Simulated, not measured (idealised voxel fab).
Process module name: voxel capacitor over wiring
Each square cell in cross-section cut measures 5 nm, and the section as a whole is 300 nm wide.
For the purposes of this document, a cross-section shall be understood as a grid of square cells, specified as bands listed in top-to-bottom order, each band consisting of one or more rows of cells.
Band entry format. Leading values: height of top, height of bottom, nm. Remainder: materials in left-to-right order, each with its width in nm. Special words: "edge to edge" on a single material, which then fills the band edge to edge; "blank", empty space.
Height reference: 0 = level under which incoming wafer is all one material. Lowest band: no bottom, runs on downward, e.g. "0 nm and below".
Width "30->40": first value at the band's top row of cells, second value at its bottom row, equal change from row to row.
"nothing altered" for a step: no cell of the cross-section changed in that step.
Reported under the label "Enclosed void listing" are the empty spaces having no open way to the top and comprising 8 cells or more; the notation for each is width x height at distance, in which the distance is measured from the left edge and all three values are in nm.
Step line, after settings: the simulator's comment on this step.
"overlay nm", when on a step's line for a step with a mask, measures how far to the right of its planned place the mask lay; a negative measure means to the left.

-- The planned process steps are enumerated hereunder
step 1: op RECEIVE | material Si
step 2: op CONFORMAL_DEP | material SiO2 | thk nm 15
step 3: op CONFORMAL_DEP | material SiCN | thk nm 5
step 4: op DIRECTIONAL_DEP | material SiO2 | thk nm 20
step 5: op DIRECTIONAL_DEP | material aC | thk nm 15
step 6: op PATTERN | tone open | mask id METAL_1 | material resist | width nm 25 | pitch nm 80 | thk nm 30 | overlay nm 0
step 7: op DIRECTIONAL_ETCH | etch materials aC | depth nm 15
step 8: op STRIP | etch materials resist
step 9: op DIRECTIONAL_ETCH | etch materials SiO2 | depth nm 20
step 10: op DIRECTIONAL_ETCH | etch materials SiCN | depth nm 5
step 11: op STRIP | etch materials aC
step 12: op CONFORMAL_DEP | material TiN | thk nm 5
step 13: op FILL_DEP | material W | thk nm 5
step 14: op CMP | height nm 40
step 15: op CONFORMAL_DEP | material SiCN | thk nm 5
step 16: op DIRECTIONAL_DEP | material SiO2 | thk nm 10
step 17: op PATTERN | tone open | mask id PLUG_1 | material resist | width nm 15 | thk nm 20 | overlay nm 0
step 18: op DIRECTIONAL_ETCH | etch materials SiO2 | depth nm 10
step 19: op DIRECTIONAL_ETCH | etch materials SiCN | depth nm 5
step 20: op STRIP | etch materials resist
step 21: op CONFORMAL_DEP | material TiN | thk nm 5
step 22: op FILL_DEP | material Ru | thk nm 10
step 23: op CMP | height nm 55
step 24: op DIRECTIONAL_DEP | material TiN | thk nm 5
step 25: op DIRECTIONAL_DEP | material HfO2 | thk nm 5
step 26: op DIRECTIONAL_DEP | material TiN | thk nm 5
step 27: op MASKED_ETCH | tone cover | mask id UPPER_PLATE | width nm 60 | etch materials TiN | depth nm 5 | overlay nm 0
step 28: op MASKED_ETCH | tone cover | mask id UPPER_PLATE | width nm 60 | etch materials HfO2 | depth nm 5 | overlay nm 0
step 29: op MASKED_ETCH | tone cover | mask id LOWER_PLATE | width nm 70 | etch materials TiN | depth nm 5 | overlay nm 0
step 30: op FILL_DEP | material SiO2 | thk nm 20
step 31: op CMP | height nm 85
step 32: op MASKED_ETCH | tone open | mask id PLUG_2 | width nm 15 | etch materials SiO2 | depth nm 15 | overlay nm 0
step 33: op CONFORMAL_DEP | material TiN | thk nm 5
step 34: op FILL_DEP | material Ru | thk nm 5
step 35: op CMP | height nm 85
step 36: op CONFORMAL_DEP | material SiCN | thk nm 5

-- Wafer at receipt (post step 1), cross-section
    0 nm and below: Si edge to edge
    Enclosed void listing: none

-- Here's the cross-section of the first of our two wafers at the end of the module - it ran as planned
    90 nm to 85 nm: SiCN edge to edge
    85 nm to 75 nm: SiO2=115 / TiN=5 / Ru=5 / TiN=5 / SiO2=170
    75 nm to 65 nm: SiO2=115->105 / TiN=15->60 / SiO2=170->135
    65 nm to 60 nm: SiO2=105 / HfO2=60 / SiO2=135
    60 nm to 55 nm: SiO2=100 / TiN=70 / SiO2=130
    55 nm to 45 nm: SiO2=105 / TiN=5 / Ru=5 / TiN=5 / SiO2=180
    45 nm to 40 nm: SiCN=105 / TiN=15 / SiCN=180
    40 nm to 20 nm: SiO2=95 / TiN=5 / W=15 / TiN=5 / SiO2=55 / TiN=5 / W=15 / TiN=5 / SiO2=100
    20 nm to 15 nm: SiCN=95 / TiN=25 / SiCN=55 / TiN=25 / SiCN=100
    15 nm to 0 nm: SiO2 edge to edge
    0 nm and below: Si edge to edge
    Enclosed void listing: none

-- Cross-section of the latter of the two wafers at module completion. It had an identical start and an identical plan to the former; in running it, one mistake was made
    90 nm to 85 nm: SiCN edge to edge
    85 nm to 75 nm: SiO2=115 / TiN=5 / Ru=5 / TiN=5 / SiO2=170
    75 nm to 65 nm: SiO2=115->105 / TiN=15->60 / SiO2=170->135
    65 nm to 60 nm: SiO2=105 / HfO2=60 / SiO2=135
    60 nm to 55 nm: SiO2=100 / TiN=70 / SiO2=130
    55 nm to 45 nm: SiO2=105 / TiN=5 / Ru=5 / TiN=5 / SiO2=180
    45 nm to 40 nm: SiCN=105 / TiN=15 / SiCN=180
    40 nm to 30 nm: SiO2=95 / TiN=5 / W=15 / TiN=5 / SiO2=55 / TiN=5 / W=15 / TiN=5 / SiO2=100
    30 nm to 25 nm: SiCN=95 / TiN=25 / SiCN=55 / TiN=25 / SiCN=100
    25 nm to 0 nm: SiO2 edge to edge
    0 nm and below: Si edge to edge
    Enclosed void listing: none
Which mistake was made when the wafer was run? step 2 deviated from plan and actually ran as op CONFORMAL_DEP | material SiO2 | thk nm 25
Heads up, by the end the second wafer has more or fewer cells of some materials compared to the first: SiO2 +20; TiN -8; W -12
